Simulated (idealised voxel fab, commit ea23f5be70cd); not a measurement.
A process module follows: voxel tone inversion.
In the cross-section labelled cut, the width is 180 nm and each square cell is 5 nm.
A cross-section is a grid of square cells, given in bands from the top down. A band is one or more rows of cells.
A band entry consists of two parts. The first gives the height of the band's top and the height of its bottom, in nm. The rest lists the band's materials from left to right, each with its width in nm. A single material labelled with the word "full width" fills the band from edge to edge, and the word "air" marks empty space.
Height 0 is the level under which the wafer as received is all one material. The lowest band goes on downwards, as in "0 nm and below".
Quick explanation for "30 to 40": the width changes in equal steps down the rows of cells, from the first number in the band's top row to the second number in its bottom row.
Any step labelled "nothing different" changed none of the cells in the cross-section.
Entry "Closed void list" = empty spaces >= 8 cells with no open way to the top; each as width x height at distance, distance from left edge, all nm.
The remark found on a step's line after its settings is issued by the simulator itself and pertains to that step.
"overlay nm" denotes, for a step that has a mask, the displacement of the mask to the right of its planned place, with negative values corresponding to the left.

Process steps foreseen in the plan
1: RECEIVE [material Si]
2: CONFORMAL_DEP [material SiN] [thk nm 5]
3: DIRECTIONAL_DEP [material aC] [thk nm 15]
4: PATTERN [tone cover] [mask id POSTS] [material resist] [width nm 15] [pitch nm 40] [thk nm 20] [overlay nm 0]
5: DIRECTIONAL_ETCH [etch materials aC] [depth nm 15]
6: STRIP [etch materials resist]
7: FILL_DEP [material SiO2] [thk nm 5]
8: CMP [height nm 20]
9: STRIP [etch materials aC]

So this is the incoming wafer in cross-section - it's already been through step 1
- 0 nm and below  Si full width
- Closed void list: none

Cross-sectional view of the first of the two wafers upon completion of the module, processed in accordance with the plan
- 20 nm to 5 nm  40 nm SiO2, then 15 nm air, then 25 nm SiO2, then 15 nm air, then 25 nm SiO2, then 15 nm air, then 45 nm SiO2
- 5 nm to 0 nm  SiN full width
- 0 nm and below  Si full width
- Closed void list: none

Here is the second of the two wafers cut open at the end of the module - same start, same plan as the first one, but we made one mistake running it
- 20 nm to 5 nm  35 nm SiO2, then 25 nm air, then 15 nm SiO2, then 25 nm air, then 15 nm SiO2, then 25 nm air, then 40 nm SiO2
- 5 nm to 0 nm  SiN full width
- 0 nm and below  Si full width
- Closed void list: none
Here's what went sideways: so step 4 ended up running with a different setting than we planned, it ran as PATTERN [tone cover] [mask id POSTS] [material resist] [width nm 25] [pitch nm 40] [thk nm 20] [overlay nm 0]
Materials where the second wafer ends with more or fewer cells than the first: SiO2: 18 fewer
